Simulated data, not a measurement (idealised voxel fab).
Name of the process module below: voxel released beams
Cross-sectional view cut (width: 260 nm; square cell size: 5 nm).
Square cells in a grid make up a cross-section in this document, and the grid is given as bands, listed from the top down, each one or more rows of cells.
The entry gives the band's vertical extent as a top height and a bottom height in nm, then its horizontal make-up as materials from left to right, each with a width in nm. "air" stands for empty space; a single material marked "everywhere" fills the band edge to edge.
Note: height 0 marks the level under which the wafer is uniformly one material as received. Lowest band unbounded below, written "top 0, no bottom".
Think of "30->40" as a width that walks from the first number to the second as you go down the band, top row to bottom row, taking equal-sized steps from row to row.
A step reported as "nothing different" is a step in which no cell of the cross-section changed.
The entry titled "Voids lacking openings" provides the empty spaces that have no open way to the top, restricted to those of 8 cells or more. Each is presented as width x height at distance, the distance being measured from the left edge, with all three in nm.
Anything after a step's settings on that line? It's the simulator's own note about the step.
overlay nm: where the mask lay relative to plan, measured to the right, on steps with a mask; negatives go left.
Process steps foreseen in the plan:
1,RECEIVE: material Si
2,CONFORMAL_DEP: material Al2O3, thk nm 5
3,DIRECTIONAL_DEP: material SiO2, thk nm 10
4,PATTERN: tone open, mask id ANCHOR, material resist, width nm 35, thk nm 20, overlay nm 0
5,DIRECTIONAL_ETCH: etch materials SiO2, depth nm 10
6,STRIP: etch materials resist
7,CONFORMAL_DEP: material SiN, thk nm 10
8,DIRECTIONAL_DEP: material aC, thk nm 15
9,PATTERN: tone cover, mask id BEAM, material resist, width nm 90, thk nm 35, overlay nm 0
10,DIRECTIONAL_ETCH: etch materials aC, depth nm 15
11,STRIP: etch materials resist
12,DIRECTIONAL_ETCH: etch materials SiN, depth nm 10
13,STRIP: etch materials aC
14,STRIP: etch materials SiO2
Of two wafers, the first: run according to plan:
Wafer as received: cross-section following step 1:
> top 0, no bottom | Si everywhere
> Voids lacking openings: none
So this is the wafer cross-section right after step 2:
> top 5, bottom 0 | Al2O3 everywhere
> Everything under 0 stays put, no change at all.
So this is the wafer cross-section right after step 3:
> top 15, bottom 5 | SiO2 everywhere
> Everything under 5 stays put, no change at all.
So this is the wafer cross-section right after step 4:
> top 35, bottom 15 | 85 of resist / 35 of air / 140 of resist
> Everything under 15 stays put, no change at all.
So this is the wafer cross-section right after step 5:
> top 35, bottom 15 | 85 of resist / 35 of air / 140 of resist
> top 15, bottom 5 | 85 of SiO2 / 35 of air / 140 of SiO2
> Everything under 5 stays put, no change at all.
So this is the wafer cross-section right after step 6:
> top 15, bottom 5 | 85 of SiO2 / 35 of air / 140 of SiO2
> Everything under 5 stays put, no change at all.
So this is the wafer cross-section right after step 7:
> top 25, bottom 15 | 95 of SiN / 15 of air / 150 of SiN
> top 15, bottom 5 | 85 of SiO2 / 35 of SiN / 140 of SiO2
> Everything under 5 stays put, no change at all.
So this is the wafer cross-section right after step 8:
> top 40, bottom 30 | 95 of aC / 15 of air / 150 of aC
> top 30, bottom 25 | aC everywhere
> top 25, bottom 15 | 95 of SiN / 15 of aC / 150 of SiN
> Everything under 15 stays put, no change at all.
So this is the wafer cross-section right after step 9:
> top 75, bottom 40 | 80 of air / 90 of resist / 90 of air
> top 40, bottom 30 | 95 of aC / 15 of resist / 150 of aC
> Everything under 30 stays put, no change at all.
So this is the wafer cross-section right after step 10:
> top 60, bottom 40 | 80 of air / 90 of resist / 90 of air
> top 40, bottom 30 | 80 of air / 15 of aC / 15 of resist / 60 of aC / 90 of air
> top 30, bottom 25 | 80 of air / 90 of aC / 90 of air
> Everything under 25 stays put, no change at all.
So this is the wafer cross-section right after step 11:
> top 40, bottom 30 | 80 of air / 15 of aC / 15 of air / 60 of aC / 90 of air
> Everything under 30 stays put, no change at all.
So this is the wafer cross-section right after step 12:
> top 40, bottom 30 | 80 of air / 15 of aC / 15 of air / 60 of aC / 90 of air
> top 30, bottom 25 | 80 of air / 90 of aC / 90 of air
> top 25, bottom 15 | 80 of air / 15 of SiN / 15 of aC / 60 of SiN / 90 of air
> Everything under 15 stays put, no change at all.
So this is the wafer cross-section right after step 13:
> top 25, bottom 15 | 80 of air / 15 of SiN / 15 of air / 60 of SiN / 90 of air
> Everything under 15 stays put, no change at all.
So this is the wafer cross-section right after step 14:
> top 25, bottom 15 | 80 of air / 15 of SiN / 15 of air / 60 of SiN / 90 of air
> top 15, bottom 5 | 85 of air / 35 of SiN / 140 of air
> Everything under 5 stays put, no change at all.
Second wafer, same starting state and plan as the first, one mistake in the run, identical through step 3:
Second wafer, cross-section, planned end of step 4:
> top 35, bottom 15 | 85 of resist / 40 of air / 135 of resist
> Everything under 15 stays put, no change at all.
Second wafer, cross-section, planned end of step 5:
> top 35, bottom 15 | 85 of resist / 40 of air / 135 of resist
> top 15, bottom 5 | 85 of SiO2 / 40 of air / 135 of SiO2
> Everything under 5 stays put, no change at all.
Second wafer, cross-section, planned end of step 6:
> top 15, bottom 5 | 85 of SiO2 / 40 of air / 135 of SiO2
> Everything under 5 stays put, no change at all.
Second wafer, cross-section, planned end of step 7:
> top 25, bottom 15 | 95 of SiN / 20 of air / 145 of SiN
> top 15, bottom 5 | 85 of SiO2 / 40 of SiN / 135 of SiO2
> Everything under 5 stays put, no change at all.
Second wafer, cross-section, planned end of step 8:
> top 40, bottom 30 | 95 of aC / 20 of air / 145 of aC
> top 30, bottom 25 | aC everywhere
> top 25, bottom 15 | 95 of SiN / 20 of aC / 145 of SiN
> Everything under 15 stays put, no change at all.
Second wafer, cross-section, planned end of step 9:
> top 75, bottom 40 | 80 of air / 90 of resist / 90 of air
> top 40, bottom 30 | 95 of aC / 20 of resist / 145 of aC
> Everything under 30 stays put, no change at all.
Second wafer, cross-section, planned end of step 10:
> top 60, bottom 40 | 80 of air / 90 of resist / 90 of air
> top 40, bottom 30 | 80 of air / 15 of aC / 20 of resist / 55 of aC / 90 of air
> top 30, bottom 25 | 80 of air / 90 of aC / 90 of air
> Everything under 25 stays put, no change at all.
Second wafer, cross-section, planned end of step 11:
> top 40, bottom 30 | 80 of air / 15 of aC / 20 of air / 55 of aC / 90 of air
> Everything under 30 stays put, no change at all.
Second wafer, cross-section, planned end of step 12:
> top 40, bottom 30 | 80 of air / 15 of aC / 20 of air / 55 of aC / 90 of air
> top 30, bottom 25 | 80 of air / 90 of aC / 90 of air
> top 25, bottom 15 | 80 of air / 15 of SiN / 20 of aC / 55 of SiN / 90 of air
> Everything under 15 stays put, no change at all.
Second wafer, cross-section, planned end of step 13:
> top 25, bottom 15 | 80 of air / 15 of SiN / 20 of air / 55 of SiN / 90 of air
> Everything under 15 stays put, no change at all.
Second wafer, cross-section, planned end of step 14:
> top 25, bottom 15 | 80 of air / 15 of SiN / 20 of air / 55 of SiN / 90 of air
> top 15, bottom 5 | 85 of air / 40 of SiN / 135 of air
> Everything under 5 stays put, no change at all.
The plan and the run diverged here: step 4 off recipe, ran as PATTERN: tone open, mask id ANCHOR, material resist, width nm 40, thk nm 20, overlay nm 0
The concluding comparison shows that, measured in cells, each material is equally abundant on both wafers, albeit at different positions.
